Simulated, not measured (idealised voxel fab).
Process module heading - voxel gate over fins
Xsec cut, 145 nm wide, square cell size 5 nm.
In what follows, cross-sections appear as grids of square cells, described through bands that run from the top down, where every band is one or more rows of cells. A band entry consists of two parts. The first gives the height of the band's top and the height of its bottom, in nm. The rest lists the band's materials from left to right, each with its width in nm. A single material labelled with the word "all across" fills the band from edge to edge, and the word "air" marks empty space. Heights are reckoned from 0. Under this level, the received wafer is all of one material. The bottommost band is open-ended downward, for example "z 0 and below". A width given as "30->40" starts at the first number in the band's top row and ends at the second number in its bottom row, shifting by an equal amount at every step from row to row. Given "no modifications" for a step, no cell of the cross-section differs between before and after that step. Empty spaces counting at least 8 cells and having no open way to the top are listed in "Fully sealed voids". The notation width x height at distance is used for each, the distance being from the left edge and all three values in nm. On a step's line, text after the settings is the simulator commenting on that step. A step line may carry the setting "overlay nm", which, for steps involving a mask, states the distance by which the mask lay to the right of its intended position; negative values denote displacement to the left.
The following list gives the planned process steps
| 1 | RECEIVE,material Si |
| 2 | CONFORMAL_DEP,material SiN,thk nm 5 |
| 3 | MASKED_ETCH,tone cover,mask id FINS,width nm 15,pitch nm 35,etch materials SiN,depth nm 5,overlay nm 0 |
| 4 | MASKED_ETCH,tone cover,mask id FINS,width nm 15,pitch nm 35,etch materials Si,depth nm 30,overlay nm 0 |
| 5 | FILL_DEP,material SiO2,thk nm 10 |
| 6 | CMP,height nm 5 |
| 7 | SELECTIVE_ETCH,etch materials SiO2,depth nm 20 |
| 8 | STRIP,etch materials SiN |
| 9 | CONFORMAL_DEP,material HfO2,thk nm 5 |
| 10 | CONFORMAL_DEP,material TiN,thk nm 5 |
| 11 | CONFORMAL_DEP,material TiAl,thk nm 5 |
| 12 | CONFORMAL_DEP,material TiN,thk nm 5 |
| 13 | FILL_DEP,material W,thk nm 10 |
| 14 | CMP,height nm 25 |
| 15 | CONFORMAL_DEP,material SiN,thk nm 5 |
First of two wafers, with the run carried out as planned
Cross-section of the wafer as it came to us, i.e., already through step 1
  z 0 and below = Si all across
  Fully sealed voids: none
State of the wafer after step 2, shown in cross-section
  z 5 to 0 = SiN all across
  All layers under 0 are left as they were.
State of the wafer after step 3, shown in cross-section
  z 5 to 0 = 45 nm air, 15 nm SiN, 20 nm air, 15 nm SiN, 50 nm air
  All layers under 0 are left as they were.
State of the wafer after step 4, shown in cross-section
  z 5 to 0 = 45 nm air, 15 nm SiN, 20 nm air, 15 nm SiN, 50 nm air
  z 0 to -30 = 45 nm air, 15 nm Si, 20 nm air, 15 nm Si, 50 nm air
  All layers under -30 are left as they were.
State of the wafer after step 5, shown in cross-section
  z 15 to 5 = SiO2 all across
  z 5 to 0 = 45 nm SiO2, 15 nm SiN, 20 nm SiO2, 15 nm SiN, 50 nm SiO2
  z 0 to -30 = 45 nm SiO2, 15 nm Si, 20 nm SiO2, 15 nm Si, 50 nm SiO2
  All layers under -30 are left as they were.
State of the wafer after step 6, shown in cross-section
  z 5 to 0 = 45 nm SiO2, 15 nm SiN, 20 nm SiO2, 15 nm SiN, 50 nm SiO2
  All layers under 0 are left as they were.
State of the wafer after step 7, shown in cross-section
  z 5 to 0 = 45 nm air, 15 nm SiN, 20 nm air, 15 nm SiN, 50 nm air
  z 0 to -15 = 45 nm air, 15 nm Si, 20 nm air, 15 nm Si, 50 nm air
  All layers under -15 are left as they were.
State of the wafer after step 8, shown in cross-section
  z 0 to -15 = 45 nm air, 15 nm Si, 20 nm air, 15 nm Si, 50 nm air
  All layers under -15 are left as they were.
State of the wafer after step 9, shown in cross-section
  z 5 to 0 = 40 nm air, 25 nm HfO2, 10 nm air, 25 nm HfO2, 45 nm air
  z 0 to -10 = 40 nm air, 5 nm HfO2, 15 nm Si, 5 nm HfO2, 10 nm air, 5 nm HfO2, 15 nm Si, 5 nm HfO2, 45 nm air
  z -10 to -15 = 45 nm HfO2, 15 nm Si, 20 nm HfO2, 15 nm Si, 50 nm HfO2
  All layers under -15 are left as they were.
State of the wafer after step 10, shown in cross-section
  z 10 to 5 = 35 nm air, 70 nm TiN, 40 nm air
  z 5 to 0 = 35 nm air, 5 nm TiN, 25 nm HfO2, 10 nm TiN, 25 nm HfO2, 5 nm TiN, 40 nm air
  z 0 to -5 = 35 nm air, 5 nm TiN, 5 nm HfO2, 15 nm Si, 5 nm HfO2, 10 nm TiN, 5 nm HfO2, 15 nm Si, 5 nm HfO2, 5 nm TiN, 40 nm air
  z -5 to -10 = 40 nm TiN, 5 nm HfO2, 15 nm Si, 5 nm HfO2, 10 nm TiN, 5 nm HfO2, 15 nm Si, 5 nm HfO2, 45 nm TiN
  All layers under -10 are left as they were.
State of the wafer after step 11, shown in cross-section
  z 15 to 10 = 30 nm air, 80 nm TiAl, 35 nm air
  z 10 to 5 = 30 nm air, 5 nm TiAl, 70 nm TiN, 5 nm TiAl, 35 nm air
  z 5 to 0 = 30 nm air, 5 nm TiAl, 5 nm TiN, 25 nm HfO2, 10 nm TiN, 25 nm HfO2, 5 nm TiN, 5 nm TiAl, 35 nm air
  z 0 to -5 = 35 nm TiAl, 5 nm TiN, 5 nm HfO2, 15 nm Si, 5 nm HfO2, 10 nm TiN, 5 nm HfO2, 15 nm Si, 5 nm HfO2, 5 nm TiN, 40 nm TiAl
  All layers under -5 are left as they were.
State of the wafer after step 12, shown in cross-section
  z 20 to 15 = 25 nm air, 90 nm TiN, 30 nm air
  z 15 to 10 = 25 nm air, 5 nm TiN, 80 nm TiAl, 5 nm TiN, 30 nm air
  z 10 to 5 = 25 nm air, 5 nm TiN, 5 nm TiAl, 70 nm TiN, 5 nm TiAl, 5 nm TiN, 30 nm air
  z 5 to 0 = 30 nm TiN, 5 nm TiAl, 5 nm TiN, 25 nm HfO2, 10 nm TiN, 25 nm HfO2, 5 nm TiN, 5 nm TiAl, 35 nm TiN
  All layers under 0 are left as they were.
State of the wafer after step 13, shown in cross-section
  z 30 to 20 = W all across
  z 20 to 15 = 25 nm W, 90 nm TiN, 30 nm W
  z 15 to 10 = 25 nm W, 5 nm TiN, 80 nm TiAl, 5 nm TiN, 30 nm W
  z 10 to 5 = 25 nm W, 5 nm TiN, 5 nm TiAl, 70 nm TiN, 5 nm TiAl, 5 nm TiN, 30 nm W
  All layers under 5 are left as they were.
State of the wafer after step 14, shown in cross-section
  z 25 to 20 = W all across
  All layers under 20 are left as they were.
State of the wafer after step 15, shown in cross-section
  z 30 to 25 = SiN all across
  All layers under 25 are left as they were.
Second wafer, same starting state and plan as the first, one mistake in the run, identical through step 3
Cross-section of the second wafer at the time by which step 4 should have been completed according to the plan
  z 5 to 0 = 45 nm air, 15 nm SiN, 20 nm air, 15 nm SiN, 50 nm air
  z 0 to -60 = 45 nm air, 15 nm Si, 20 nm air, 15 nm Si, 50 nm air
  All layers under -60 are left as they were.
Cross-section of the second wafer at the time by which step 5 should have been completed according to the plan
  z 15 to 5 = SiO2 all across
  z 5 to 0 = 45 nm SiO2, 15 nm SiN, 20 nm SiO2, 15 nm SiN, 50 nm SiO2
  z 0 to -60 = 45 nm SiO2, 15 nm Si, 20 nm SiO2, 15 nm Si, 50 nm SiO2
  All layers under -60 are left as they were.
Cross-section of the second wafer at the time by which step 6 should have been completed according to the plan
  z 5 to 0 = 45 nm SiO2, 15 nm SiN, 20 nm SiO2, 15 nm SiN, 50 nm SiO2
  All layers under 0 are left as they were.
Cross-section of the second wafer at the time by which step 7 should have been completed according to the plan
  z 5 to 0 = 45 nm air, 15 nm SiN, 20 nm air, 15 nm SiN, 50 nm air
  z 0 to -15 = 45 nm air, 15 nm Si, 20 nm air, 15 nm Si, 50 nm air
  All layers under -15 are left as they were.
Cross-section of the second wafer at the time by which step 8 should have been completed according to the plan
  z 0 to -15 = 45 nm air, 15 nm Si, 20 nm air, 15 nm Si, 50 nm air
  All layers under -15 are left as they were.
Cross-section of the second wafer at the time by which step 9 should have been completed according to the plan
  z 5 to 0 = 40 nm air, 25 nm HfO2, 10 nm air, 25 nm HfO2, 45 nm air
  z 0 to -10 = 40 nm air, 5 nm HfO2, 15 nm Si, 5 nm HfO2, 10 nm air, 5 nm HfO2, 15 nm Si, 5 nm HfO2, 45 nm air
  z -10 to -15 = 45 nm HfO2, 15 nm Si, 20 nm HfO2, 15 nm Si, 50 nm HfO2
  All layers under -15 are left as they were.
Cross-section of the second wafer at the time by which step 10 should have been completed according to the plan
  z 10 to 5 = 35 nm air, 70 nm TiN, 40 nm air
  z 5 to 0 = 35 nm air, 5 nm TiN, 25 nm HfO2, 10 nm TiN, 25 nm HfO2, 5 nm TiN, 40 nm air
  z 0 to -5 = 35 nm air, 5 nm TiN, 5 nm HfO2, 15 nm Si, 5 nm HfO2, 10 nm TiN, 5 nm HfO2, 15 nm Si, 5 nm HfO2, 5 nm TiN, 40 nm air
  z -5 to -10 = 40 nm TiN, 5 nm HfO2, 15 nm Si, 5 nm HfO2, 10 nm TiN, 5 nm HfO2, 15 nm Si, 5 nm HfO2, 45 nm TiN
  All layers under -10 are left as they were.
Cross-section of the second wafer at the time by which step 11 should have been completed according to the plan
  z 15 to 10 = 30 nm air, 80 nm TiAl, 35 nm air
  z 10 to 5 = 30 nm air, 5 nm TiAl, 70 nm TiN, 5 nm TiAl, 35 nm air
  z 5 to 0 = 30 nm air, 5 nm TiAl, 5 nm TiN, 25 nm HfO2, 10 nm TiN, 25 nm HfO2, 5 nm TiN, 5 nm TiAl, 35 nm air
  z 0 to -5 = 35 nm TiAl, 5 nm TiN, 5 nm HfO2, 15 nm Si, 5 nm HfO2, 10 nm TiN, 5 nm HfO2, 15 nm Si, 5 nm HfO2, 5 nm TiN, 40 nm TiAl
  All layers under -5 are left as they were.
Cross-section of the second wafer at the time by which step 12 should have been completed according to the plan
  z 20 to 15 = 25 nm air, 90 nm TiN, 30 nm air
  z 15 to 10 = 25 nm air, 5 nm TiN, 80 nm TiAl, 5 nm TiN, 30 nm air
  z 10 to 5 = 25 nm air, 5 nm TiN, 5 nm TiAl, 70 nm TiN, 5 nm TiAl, 5 nm TiN, 30 nm air
  z 5 to 0 = 30 nm TiN, 5 nm TiAl, 5 nm TiN, 25 nm HfO2, 10 nm TiN, 25 nm HfO2, 5 nm TiN, 5 nm TiAl, 35 nm TiN
  All layers under 0 are left as they were.
Cross-section of the second wafer at the time by which step 13 should have been completed according to the plan
  z 30 to 20 = W all across
  z 20 to 15 = 25 nm W, 90 nm TiN, 30 nm W
  z 15 to 10 = 25 nm W, 5 nm TiN, 80 nm TiAl, 5 nm TiN, 30 nm W
  z 10 to 5 = 25 nm W, 5 nm TiN, 5 nm TiAl, 70 nm TiN, 5 nm TiAl, 5 nm TiN, 30 nm W
  All layers under 5 are left as they were.
Cross-section of the second wafer at the time by which step 14 should have been completed according to the plan
  z 25 to 20 = W all across
  All layers under 20 are left as they were.
Cross-section of the second wafer at the time by which step 15 should have been completed according to the plan
  z 30 to 25 = SiN all across
  All layers under 25 are left as they were.
In executing the process, a mistake was made relative to the plan: step 4, plan: ran twice
Counted in cells at the end, the second wafer holds more or fewer of these materials than the first: Si: 138 fewer; SiO2: 138 more
